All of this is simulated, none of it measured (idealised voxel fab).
This is a process module. Its name is voxel tone inversion.
This is section cut - it's 290 nm across, gridded in 5 nm square cells.
How to read a cross-section here: the picture is a grid of square cells, written as bands going from the top down, and any band can span one or more rows of cells. What a band's entry tells you: where the top is and where the bottom is, as heights in nm, and after that what lies inside, material by material from left to right, each with its width in nm. Empty space is written as the word "blank", and a single material marked with the word "throughout" occupies the band from edge to edge. Heights are reckoned from 0. Under this level, the received wafer is all of one material. The bottommost band is open-ended downward, for example "0 down". The width entry "30 to 40" should be interpreted row by row: the top row of cells in the band takes the first number, the bottom row takes the second number, and the change between adjacent rows is uniform throughout. Any step labelled "everything unchanged" changed none of the cells in the cross-section. Cavities, closed: empty space of 8 cells or more with no open way to the top, each as width x height at its distance from the left edge, in nm. Step line, after settings: the simulator's comment on this step. overlay nm: mask offset rightward from planned place, masked step; negative means leftward offset.

Intended process steps:
1. RECEIVE, material Si
2. CONFORMAL_DEP, material SiCN, thk nm 10
3. DIRECTIONAL_DEP, material aC, thk nm 25
4. PATTERN, tone cover, mask id POSTS, material resist, width nm 20, pitch nm 35, thk nm 30, overlay nm 0
5. DIRECTIONAL_ETCH, etch materials aC, depth nm 25
6. STRIP, etch materials resist
7. FILL_DEP, material SiO2, thk nm 10
8. CMP, height nm 35
9. STRIP, etch materials aC
10. CONFORMAL_DEP, material TiN, thk nm 5
11. FILL_DEP, material Cu, thk nm 5
12. CMP, height nm 35
13. CONFORMAL_DEP, material SiN, thk nm 5

On the first of the two wafers: run conducted according to plan:

Delivered wafer in cross-section: state after step 1:
0 down  Si throughout
Cavities, closed: none

Cross-section of the wafer subsequent to step 2:
10 to 0  SiCN throughout
At heights below 0, the structure remains unaltered.

Cross-section of the wafer subsequent to step 3:
35 to 10  aC throughout
At heights below 10, the structure remains unaltered.

Cross-section of the wafer subsequent to step 4:
65 to 35  blank: 100, then resist: 20, then blank: 15, then resist: 20, then blank: 15, then resist: 20, then blank: 100
At heights below 35, the structure remains unaltered.

Cross-section of the wafer subsequent to step 5:
40 to 35  blank: 100, then resist: 20, then blank: 15, then resist: 20, then blank: 15, then resist: 20, then blank: 100
35 to 10  blank: 100, then aC: 20, then blank: 15, then aC: 20, then blank: 15, then aC: 20, then blank: 100
At heights below 10, the structure remains unaltered.

Cross-section of the wafer subsequent to step 6:
35 to 10  blank: 100, then aC: 20, then blank: 15, then aC: 20, then blank: 15, then aC: 20, then blank: 100
At heights below 10, the structure remains unaltered.

Cross-section of the wafer subsequent to step 7:
45 to 35  SiO2 throughout
35 to 10  SiO2: 100, then aC: 20, then SiO2: 15, then aC: 20, then SiO2: 15, then aC: 20, then SiO2: 100
At heights below 10, the structure remains unaltered.

Cross-section of the wafer subsequent to step 8:
35 to 10  SiO2: 100, then aC: 20, then SiO2: 15, then aC: 20, then SiO2: 15, then aC: 20, then SiO2: 100
At heights below 10, the structure remains unaltered.

Cross-section of the wafer subsequent to step 9:
35 to 10  SiO2: 100, then blank: 20, then SiO2: 15, then blank: 20, then SiO2: 15, then blank: 20, then SiO2: 100
At heights below 10, the structure remains unaltered.

Cross-section of the wafer subsequent to step 10:
40 to 35  TiN: 105, then blank: 10, then TiN: 25, then blank: 10, then TiN: 25, then blank: 10, then TiN: 105
35 to 15  SiO2: 100, then TiN: 5, then blank: 10, then TiN: 5, then SiO2: 15, then TiN: 5, then blank: 10, then TiN: 5, then SiO2: 15, then TiN: 5, then blank: 10, then TiN: 5, then SiO2: 100
15 to 10  SiO2: 100, then TiN: 20, then SiO2: 15, then TiN: 20, then SiO2: 15, then TiN: 20, then SiO2: 100
At heights below 10, the structure remains unaltered.

Cross-section of the wafer subsequent to step 11:
45 to 40  Cu throughout
40 to 35  TiN: 105, then Cu: 10, then TiN: 25, then Cu: 10, then TiN: 25, then Cu: 10, then TiN: 105
35 to 15  SiO2: 100, then TiN: 5, then Cu: 10, then TiN: 5, then SiO2: 15, then TiN: 5, then Cu: 10, then TiN: 5, then SiO2: 15, then TiN: 5, then Cu: 10, then TiN: 5, then SiO2: 100
At heights below 15, the structure remains unaltered.

Cross-section of the wafer subsequent to step 12:
35 to 15  SiO2: 100, then TiN: 5, then Cu: 10, then TiN: 5, then SiO2: 15, then TiN: 5, then Cu: 10, then TiN: 5, then SiO2: 15, then TiN: 5, then Cu: 10, then TiN: 5, then SiO2: 100
At heights below 15, the structure remains unaltered.

Cross-section of the wafer subsequent to step 13:
40 to 35  SiN throughout
At heights below 35, the structure remains unaltered.

The second wafer began exactly as the first did and followed the same plan, but one mistake was made while running it; through step 1 inclusive, the two wafers are identical:

Cross-sectional view of the second wafer at the intended end time of process step 2: everything unchanged

Cross-sectional view of the second wafer at the intended end time of process step 3:
25 to 0  aC throughout
At heights below 0, the structure remains unaltered.

Cross-sectional view of the second wafer at the intended end time of process step 4:
55 to 25  blank: 100, then resist: 20, then blank: 15, then resist: 20, then blank: 15, then resist: 20, then blank: 100
At heights below 25, the structure remains unaltered.

Cross-sectional view of the second wafer at the intended end time of process step 5:
30 to 25  blank: 100, then resist: 20, then blank: 15, then resist: 20, then blank: 15, then resist: 20, then blank: 100
25 to 0  blank: 100, then aC: 20, then blank: 15, then aC: 20, then blank: 15, then aC: 20, then blank: 100
At heights below 0, the structure remains unaltered.

Cross-sectional view of the second wafer at the intended end time of process step 6:
25 to 0  blank: 100, then aC: 20, then blank: 15, then aC: 20, then blank: 15, then aC: 20, then blank: 100
At heights below 0, the structure remains unaltered.

Cross-sectional view of the second wafer at the intended end time of process step 7:
35 to 25  SiO2 throughout
25 to 0  SiO2: 100, then aC: 20, then SiO2: 15, then aC: 20, then SiO2: 15, then aC: 20, then SiO2: 100
At heights below 0, the structure remains unaltered.

Cross-sectional view of the second wafer at the intended end time of process step 8: everything unchanged

Cross-sectional view of the second wafer at the intended end time of process step 9: everything unchanged

Cross-sectional view of the second wafer at the intended end time of process step 10:
40 to 35  TiN throughout
At heights below 35, the structure remains unaltered.

Cross-sectional view of the second wafer at the intended end time of process step 11:
45 to 40  Cu throughout
At heights below 40, the structure remains unaltered.

Cross-sectional view of the second wafer at the intended end time of process step 12:
35 to 25  SiO2 throughout
At heights below 25, the structure remains unaltered.

Cross-sectional view of the second wafer at the intended end time of process step 13:
40 to 35  SiN throughout
At heights below 35, the structure remains unaltered.
The mistake made against the process plan was this: step 2 was left out
The second wafer ends with more or fewer cells of some materials than the first, per final count: 24 fewer of Cu, 116 fewer of SiCN, 116 more of SiO2, 36 fewer of TiN, 60 more of aC
